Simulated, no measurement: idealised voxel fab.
The following is a process module called voxel fin reveal.
Displayed cross-section: cut, width of 245 nm, square cells sized 5 nm.
In this document a cross-section is written as a grid of square cells. It is given as a series of bands, listed from the top down, and a band is one or more rows of cells. Top, bottom (nm), then materials left to right with widths (nm); lone material tagged "full width" fills the whole band edge to edge; "blank" = empty space. Heads up on the height convention: 0 is the point under which the incoming wafer is all one material, and the lowest band has no bottom, it just keeps going down, like "0 down". The expression "30..40" gives the width at the extremes of the band, the first number at its top row of cells and the second at its bottom row, with the width changing by equal amounts from each row to the next in between. "nothing got changed" after a step means that no cell of the cross-section changed. Enclosed voids (no open way to top), threshold 8 cells or more, entry "Enclosed internal cavities", notation width x height at distance, distance from left edge, nm. Where a step's line continues beyond its settings, the continuation is a remark by the simulator itself on that step. "overlay nm" on a masked step: distance the mask lay right of its planned place, negative for left.
SO HERE'S THE LINEUP OF PROCESS STEPS WE PLANNED
1. RECEIVE,material Si
2. CONFORMAL_DEP,material SiN,thk nm 10
3. MASKED_ETCH,tone cover,mask id FINS,width nm 15,pitch nm 40,etch materials SiN,depth nm 10,overlay nm 0
4. MASKED_ETCH,tone cover,mask id FINS,width nm 15,pitch nm 40,etch materials Si,depth nm 35,overlay nm 0
5. OXIDIZE,depth nm 5
6. FILL_DEP,material SiO2,thk nm 15
7. CMP,height nm 10
8. SELECTIVE_ETCH,etch materials SiO2,depth nm 30
9. STRIP,etch materials SiN
INCOMING WAFER IN CROSS-SECTION (STATE: AFTER STEP 1)
> 0 down | Si full width
> Enclosed internal cavities: none
LOOKING AT THE FIRST OF TWO WAFERS IN CROSS-SECTION AT END OF MODULE - RAN TO PLAN
> 0 to -20 | blank=100; Si=5; blank=35; Si=5; blank=100
> -20 to -40 | SiO2=100; Si=5; SiO2=35; Si=5; SiO2=100
> -40 down | Si full width
> Enclosed internal cavities: none
THE SECOND WAFER, SHOWN IN CROSS-SECTION AFTER THE MODULE: STARTED THE SAME WAY AS THE FIRST AND GIVEN THE SAME PLAN, YET ONE MISTAKE CREPT INTO HOW IT WAS RUN
> 0 to -5 | blank=95; Si=5; blank=35; Si=5; blank=105
> -5 to -20 | blank=95; Si=10; blank=30; Si=10; blank=100
> -20 to -40 | SiO2=95; Si=10; SiO2=30; Si=10; SiO2=100
> -40 down | Si full width
> Enclosed internal cavities: none
What was done differently from what was planned? step 3 went in with a setting other than planned; the actual run was MASKED_ETCH,tone cover,mask id FINS,width nm 15,pitch nm 40,etch materials SiN,depth nm 10,overlay nm -5
FYI, end of process, the second wafer has more or fewer cells of some materials than the first: +14 Si | -8 SiO2
